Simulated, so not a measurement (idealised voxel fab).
This is a process module. Its name is voxel wiring stack.
Section shown: cut. Width: 220 nm. Cell size: 5 nm, square.
The cross-sections in this document take the form of a grid made of square cells. They are written out as bands, in order from top to bottom. Each band consists of one or more rows of cells. In this notation a band is specified by the heights of its top and bottom, in that order and in nm, after which its materials appear from left to right, each paired with its width in nm. The word "edge to edge" attached to a single material means that material fills the band from edge to edge; the word "blank" stands for empty space. It should be noted that heights are counted from 0, beneath which the wafer as supplied is of one material throughout, and that the lowest band possesses no lower boundary but continues downward, as written in "top 0, no bottom". Top row gets the first number, bottom row gets the second, and each row in between changes by the same step: that is how a band width like "30->40" works. When a step is marked "left unchanged", none of the cells in the cross-section changed during that step. Any empty space of 8 cells or more lacking an open way to the top shows up in "Fully sealed voids" as width x height at distance, distance from the left edge, in nm. Note: text after step settings on the step line = simulator remark on that step. The "overlay nm" setting may appear on a step's line; for a step that uses a mask, it gives how far to the right of its planned position the mask lay, and a negative value indicates the left.
So here's the lineup of process steps we planned
1. RECEIVE (material Si)
2. CONFORMAL_DEP (material SiO2; thk nm 15)
3. CONFORMAL_DEP (material SiN; thk nm 5)
4. DIRECTIONAL_DEP (material SiO2; thk nm 25)
5. DIRECTIONAL_DEP (material aC; thk nm 15)
6. PATTERN (tone open; mask id METAL_1; material resist; width nm 30; pitch nm 50; thk nm 35; overlay nm 0)
7. DIRECTIONAL_ETCH (etch materials aC; depth nm 15)
8. STRIP (etch materials resist)
9. DIRECTIONAL_ETCH (etch materials SiO2; depth nm 25)
10. DIRECTIONAL_ETCH (etch materials SiN; depth nm 5)
11. STRIP (etch materials aC)
12. CONFORMAL_DEP (material TiN; thk nm 5)
13. FILL_DEP (material W; thk nm 5)
14. CMP (height nm 45)
15. EPI (material Ru; thk nm 5)
16. FILL_DEP (material SiCN; thk nm 5)
17. DIRECTIONAL_DEP (material lowk; thk nm 35)
18. MASKED_ETCH (tone open; mask id METAL_2; width nm 30; pitch nm 50; etch materials lowk; depth nm 20; overlay nm 0)
19. MASKED_ETCH (tone open; mask id METAL_2_HOLES; width nm 15; pitch nm 50; etch materials lowk; depth nm 15; overlay nm 0)
20. MASKED_ETCH (tone open; mask id METAL_2_HOLES; width nm 15; pitch nm 50; etch materials SiCN; depth nm 5; overlay nm 0)
21. CONFORMAL_DEP (material TiN; thk nm 5)
22. FILL_DEP (material Cu; thk nm 10)
23. CMP (height nm 90)
24. CONFORMAL_DEP (material SiCN; thk nm 5)
Cross-sectional view of the wafer in its as-received condition, corresponding to the state after step 1
top 0, no bottom: Si edge to edge
Fully sealed voids: none
Look at the cross-section after the module: the wafer started out the way shown above and the plan was the one shown above, yet one mistake was made along the way
top 100, bottom 95: SiCN edge to edge
top 95, bottom 90: TiN=25, Cu=20, TiN=30, Cu=20, TiN=30, Cu=20, TiN=30, Cu=20, TiN=25
top 90, bottom 75: lowk=20, TiN=5, Cu=20, TiN=5, lowk=20, TiN=5, Cu=20, TiN=5, lowk=20, TiN=5, Cu=20, TiN=5, lowk=20, TiN=5, Cu=20, TiN=5, lowk=20
top 75, bottom 70: lowk=20, TiN=5, Cu=5, TiN=20, lowk=20, TiN=5, Cu=5, TiN=20, lowk=20, TiN=5, Cu=5, TiN=20, lowk=20, TiN=5, Cu=5, TiN=20, lowk=20
top 70, bottom 55: lowk=20, TiN=5, Cu=5, TiN=5, lowk=35, TiN=5, Cu=5, TiN=5, lowk=35, TiN=5, Cu=5, TiN=5, lowk=35, TiN=5, Cu=5, TiN=5, lowk=35
top 55, bottom 50: SiCN=20, TiN=15, SiCN=35, TiN=15, SiCN=35, TiN=15, SiCN=35, TiN=15, SiCN=35
top 50, bottom 45: SiCN=15, Ru=40, SiCN=10, Ru=40, SiCN=10, Ru=40, SiCN=10, Ru=40, SiCN=15
top 45, bottom 20: SiO2=20, TiN=5, W=20, TiN=5, SiO2=20, TiN=5, W=20, TiN=5, SiO2=20, TiN=5, W=20, TiN=5, SiO2=20, TiN=5, W=20, TiN=5, SiO2=20
top 20, bottom 15: SiN=20, TiN=30, SiN=20, TiN=30, SiN=20, TiN=30, SiN=20, TiN=30, SiN=20
top 15, bottom 0: SiO2 edge to edge
top 0, no bottom: Si edge to edge
Fully sealed voids: none
Plan not followed: step 23 did not happen as planned, as run it was CMP (height nm 95)
